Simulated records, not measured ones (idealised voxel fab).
voxel ribs on slabs: a process module
FYI the section here is cut, 265 nm wide, cells are 5 nm squares.
Format of a cross-section: grid, square cells. Given as bands. Order: top down. Band: one or more rows of cells.
Top, bottom (nm), then materials left to right with widths (nm); lone material tagged "all across" fills the whole band edge to edge; "empty" = empty space.
Convention: height 0 is the level below which the wafer, as received, is all one material. The lowest band does not terminate at the bottom but continues downward, represented as "0 nm and below".
Note: "30->40" means the width goes from the first number (top row of the band) to the second number (bottom row) in equal steps per row of cells.
Any step labelled "nothing different" changed none of the cells in the cross-section.
Enclosed voids (no open way to top), threshold 8 cells or more, entry "Cavities, sealed", notation width x height at distance, distance from left edge, nm.
On each step's line, the part that comes after the settings is the simulator's own comment on the step.
overlay nm: mask offset rightward from planned place, masked step; negative means leftward offset.

Planned process steps:
1) RECEIVE, material Si
2) DIRECTIONAL_DEP, material SiO2, thk nm 30
3) DIRECTIONAL_DEP, material SiN, thk nm 20
4) PATTERN, tone cover, mask id RIB, material resist, width nm 20, thk nm 15, overlay nm 0
5) DIRECTIONAL_ETCH, etch materials SiN, depth nm 15
6) STRIP, etch materials resist
7) PATTERN, tone cover, mask id SLAB, material resist, width nm 70, thk nm 20, overlay nm 0
8) DIRECTIONAL_ETCH, etch materials SiN, depth nm 10
9) STRIP, etch materials resist
10) FILL_DEP, material SiO2, thk nm 15
11) CMP, height nm 65
12) DIRECTIONAL_DEP, material W, thk nm 5
13) PATTERN, tone cover, mask id HEATER, material resist, width nm 30, thk nm 15, overlay nm 0
14) DIRECTIONAL_ETCH, etch materials W, depth nm 5
15) STRIP, etch materials resist
16) CONFORMAL_DEP, material SiO2, thk nm 10
Every wafer here starts from the same state; it is the step 3 thk nm that distinguishes them, and the value the plan gives belongs to the first wafer.

The first of several wafers in cross-section, exactly as it reached us after step 1:
	0 nm and below: Si all across
	Cavities, sealed: none

Wafer rows; end of module; cells per material since receipt: (+) gained, (-) lost; then closed voids:
thk nm 20, +26 SiN, +773 SiO2, +6 W, Cavities, sealed: none
thk nm 25, +40 SiN, +759 SiO2, +6 W, Cavities, sealed: none
thk nm 30, +93 SiN, +706 SiO2, +6 W, Cavities, sealed: none
thk nm 35, +146 SiN, +653 SiO2, +6 W, Cavities, sealed: none
thk nm 40, +195 SiN, +604 SiO2, +6 W, Cavities, sealed: none
